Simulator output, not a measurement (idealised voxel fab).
Process module in this document: voxel spacer lines
Xsec cut, 155 nm wide, square cell size 5 nm.
Cross-section = grid of square cells, listed top down in bands; band = one or more rows.
Band: top and bottom heights (nm) first, top before bottom; then materials from left to right, widths in nm. "full width" marks a sole material filling the band edge to edge. "air" denotes empty space.
Measure heights from 0. That's the level where, below it, the as-received wafer is all one material. The lowest band is bottomless and extends downward; write it as in "top 0, no bottom".
A width given as "30..40" starts at the first number in the band's top row and ends at the second number in its bottom row, shifting by an equal amount at every step from row to row.
"nothing different" for a step: no cell of the cross-section changed in that step.
"Sealed cavities" lists enclosed empty spaces (at least 8 cells, no open path upward to the top), each as width x height at distance from the left edge, in nm.
The remark found on a step's line after its settings is issued by the simulator itself and pertains to that step.
overlay nm: on a step with a mask, how far right of its planned place the mask lay; negative means left.
So here's the lineup of process steps we planned:
1) op RECEIVE | material Si
2) op CONFORMAL_DEP | material SiO2 | thk nm 10
3) op DIRECTIONAL_DEP | material polySi | thk nm 10
4) op DIRECTIONAL_DEP | material aC | thk nm 30
5) op PATTERN | tone cover | mask id MANDREL | material resist | width nm 20 | pitch nm 60 | thk nm 35 | overlay nm 0
6) op DIRECTIONAL_ETCH | etch materials aC | depth nm 30
7) op STRIP | etch materials resist
8) op CONFORMAL_DEP | material SiN | thk nm 10
9) op DIRECTIONAL_ETCH | etch materials SiN | depth nm 10
10) op STRIP | etch materials aC
11) op DIRECTIONAL_ETCH | etch materials polySi | depth nm 10
12) op STRIP | etch materials SiN
Delivered wafer in cross-section: state after step 1:
    top 0, no bottom  Si full width
    Sealed cavities: none
End-of-module XS, first of two wafers, run as planned:
    top 20, bottom 10  25 air  10 polySi  20 air  10 polySi  20 air  10 polySi  20 air  10 polySi  30 air
    top 10, bottom 0  SiO2 full width
    top 0, no bottom  Si full width
    Sealed cavities: none
Here is the second of the two wafers cut open at the end of the module - same start, same plan as the first one, but we made one mistake running it:
    top 20, bottom 10  20 air  10 polySi  20 air  10 polySi  20 air  10 polySi  20 air  10 polySi  35 air
    top 10, bottom 0  SiO2 full width
    top 0, no bottom  Si full width
    Sealed cavities: none
What was the processing mistake? step 5 did not use the planned setting and instead ran as op PATTERN | tone cover | mask id MANDREL | material resist | width nm 20 | pitch nm 60 | thk nm 35 | overlay nm -5
At the end, each material covers as many cells on the second wafer as it does on the first, though the cells it covers are elsewhere.
